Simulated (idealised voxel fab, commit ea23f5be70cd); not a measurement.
process module | voxel ribs on slabs
cross-section cut | 230 nm wide | cells 5 nm
A cross-section is a grid of square cells, given in bands from the top down. A band is one or more rows of cells.
Each band's line starts with the height of the band's top and of its bottom, in nm. Then come its materials from left to right, each with its width in nm. One material with "throughout" fills the band from edge to edge. "air" is empty space.
Height 0 is the level under which the wafer as received is all one material. The lowest band goes on downwards, as in "0 down".
A width such as "30 to 40" changes by the same amount from each row of cells to the next, from the band's top row to its bottom row.
"no change" after a step means that no cell of the cross-section changed.
closed voids: empty space of 8 cells or more with no open way to the top, each as width x height at its distance from the left edge, in nm
after a step's settings: what the simulator itself notes on the step
overlay nm, on a step with a mask: how far to the right of its planned place the mask lay; to the left if negative
plan
1 op RECEIVE | material Si
2 op DIRECTIONAL_DEP | material SiO2 | thk nm 25
3 op DIRECTIONAL_DEP | material polySi | thk nm 15
4 op PATTERN | tone cover | mask id RIB | material resist | width nm 25 | thk nm 15 | overlay nm 0
5 op DIRECTIONAL_ETCH | etch materials polySi | depth nm 10
6 op STRIP | etch materials resist
7 op DIRECTIONAL_DEP | material aC | thk nm 15
8 op PATTERN | tone cover | mask id SLAB | material resist | width nm 85 | thk nm 30 | overlay nm 0
9 op DIRECTIONAL_ETCH | etch materials aC | depth nm 15
10 op STRIP | etch materials resist
11 op DIRECTIONAL_ETCH | etch materials polySi | depth nm 5
12 op STRIP | etch materials aC
13 op FILL_DEP | material SiO2 | thk nm 20
14 op CMP | height nm 50
15 op DIRECTIONAL_DEP | material TiN | thk nm 10
16 op PATTERN | tone cover | mask id HEATER | material resist | width nm 35 | thk nm 15 | overlay nm 0
17 op DIRECTIONAL_ETCH | etch materials TiN | depth nm 10
18 op STRIP | etch materials resist
19 op CONFORMAL_DEP | material SiN | thk nm 10
as received, after step 1
  0 down: Si throughout
  closed voids: none
first wafer at the end, as planned
  70 to 60: air 85 | SiN 55 | air 90
  60 to 50: SiN 95 | TiN 35 | SiN 100
  50 to 40: SiO2 throughout
  40 to 30: SiO2 100 | polySi 25 | SiO2 105
  30 to 25: SiO2 70 | polySi 85 | SiO2 75
  25 to 0: SiO2 throughout
  0 down: Si throughout
  closed voids: none
second wafer at the end: like start, like plan, one mistake
  70 to 60: SiN throughout
  60 to 50: polySi throughout
  50 to 40: SiO2 throughout
  40 to 30: SiO2 100 | polySi 25 | SiO2 105
  30 to 25: SiO2 70 | polySi 85 | SiO2 75
  25 to 0: SiO2 throughout
  0 down: Si throughout
  closed voids: none
what went wrong: step 15 ran as: op DIRECTIONAL_DEP | material polySi | thk nm 10
at the end the second wafer has, in cells: 8 fewer of SiN | 14 fewer of TiN | 92 more of polySi
